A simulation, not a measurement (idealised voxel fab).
Process module, titled voxel released beams
Cross-section cut: width 150 nm, square cells of 5 nm.
A cross-section is a grid of square cells, given in bands from the top down. A band is one or more rows of cells.
The entry gives the band's vertical extent as a top height and a bottom height in nm, then its horizontal make-up as materials from left to right, each with a width in nm. "blank" stands for empty space; a single material marked "throughout" fills the band edge to edge.
A quick word on heights: they are counted from 0, and under that level the wafer as it came to us is one material throughout. The lowest band is different from the rest in having no bottom; it simply continues downward, written as in "top 0, no bottom".
It should be noted that a width expressed as "30 to 40" varies in equal increments from row to row of cells within the band, taking the value of the first number at the top row and that of the second number at the bottom row.
Key: "everything unchanged" - step with no changed cell in the cross-section.
Each empty space that has no open way to the top and spans at least 8 cells appears under "Enclosed voids" as width x height at distance, the distance counted from the left edge, all in nm.
after a step's settings: what the simulator itself notes on the step
You can add "overlay nm" to a step's line. For a step with a mask, it describes how far the mask lay to the right of its planned position, and a negative number describes a lay to the left.

[plan]
1: RECEIVE,material Si
2: CONFORMAL_DEP,material SiN,thk nm 10
3: DIRECTIONAL_DEP,material SiO2,thk nm 20
4: DIRECTIONAL_DEP,material aC,thk nm 15
5: PATTERN,tone open,mask id ANCHOR,material resist,width nm 25,thk nm 30,overlay nm 0
6: DIRECTIONAL_ETCH,etch materials aC,depth nm 15
7: STRIP,etch materials resist
8: DIRECTIONAL_ETCH,etch materials SiO2,depth nm 20
9: STRIP,etch materials aC
10: CONFORMAL_DEP,material TiN,thk nm 10
11: MASKED_ETCH,tone cover,mask id BEAM,width nm 85,etch materials TiN,depth nm 10,overlay nm 0
12: STRIP,etch materials SiO2

[So, the first of our two wafers, run just as we planned it]

[Wafer cross-section on receipt, i.e. after step 1]
  top 0, no bottom: Si throughout
  Enclosed voids: none

[Cross-section of the wafer after step 2]
  top 10, bottom 0: SiN throughout
  Nothing below the height 0 has changed.

[Cross-section of the wafer after step 3]
  top 30, bottom 10: SiO2 throughout
  Nothing below the height 10 has changed.

[Cross-section of the wafer after step 4]
  top 45, bottom 30: aC throughout
  Nothing below the height 30 has changed.

[Cross-section of the wafer after step 5]
  top 75, bottom 45: resist: 35  blank: 25  resist: 90
  Nothing below the height 45 has changed.

[Cross-section of the wafer after step 6]
  top 60, bottom 45: resist: 35  blank: 25  resist: 90
  top 45, bottom 30: aC: 35  blank: 25  aC: 90
  Nothing below the height 30 has changed.

[Cross-section of the wafer after step 7]
  top 45, bottom 30: aC: 35  blank: 25  aC: 90
  Nothing below the height 30 has changed.

[Cross-section of the wafer after step 8]
  top 45, bottom 30: aC: 35  blank: 25  aC: 90
  top 30, bottom 10: SiO2: 35  blank: 25  SiO2: 90
  Nothing below the height 10 has changed.

[Cross-section of the wafer after step 9]
  top 30, bottom 10: SiO2: 35  blank: 25  SiO2: 90
  Nothing below the height 10 has changed.

[Cross-section of the wafer after step 10]
  top 40, bottom 30: TiN: 45  blank: 5  TiN: 100
  top 30, bottom 20: SiO2: 35  TiN: 10  blank: 5  TiN: 10  SiO2: 90
  top 20, bottom 10: SiO2: 35  TiN: 25  SiO2: 90
  Nothing below the height 10 has changed.

[Cross-section of the wafer after step 11]
  top 40, bottom 30: blank: 30  TiN: 15  blank: 5  TiN: 65  blank: 35
  Nothing below the height 30 has changed.

[Cross-section of the wafer after step 12]
  top 40, bottom 30: blank: 30  TiN: 15  blank: 5  TiN: 65  blank: 35
  top 30, bottom 20: blank: 35  TiN: 10  blank: 5  TiN: 10  blank: 90
  top 20, bottom 10: blank: 35  TiN: 25  blank: 90
  Nothing below the height 10 has changed.

[Okay, second wafer. Nothing different at the start, nothing different in the plan, just one mistake somewhere in the running. As far as step 10, counting that step, it's the first wafer all over again]

[Cross-sectional representation of the second wafer at the time designated in the plan for the completion of step 11]
  top 40, bottom 30: TiN: 30  blank: 85  TiN: 35
  top 30, bottom 10: SiO2: 35  TiN: 10  blank: 5  TiN: 10  SiO2: 90
  Nothing below the height 10 has changed.

[Cross-sectional representation of the second wafer at the time designated in the plan for the completion of step 12]
  top 30, bottom 10: blank: 35  TiN: 10  blank: 5  TiN: 10  blank: 90
  Nothing below the height 10 has changed.
Heads up, the wafer didn't run the way we planned it: step 11 was processed under conditions differing from the plan, specifically as MASKED_ETCH,tone open,mask id BEAM,width nm 85,etch materials TiN,depth nm 10,overlay nm 0
End of process, cell counts, second wafer against first, materials with more or fewer: TiN: 34 fewer
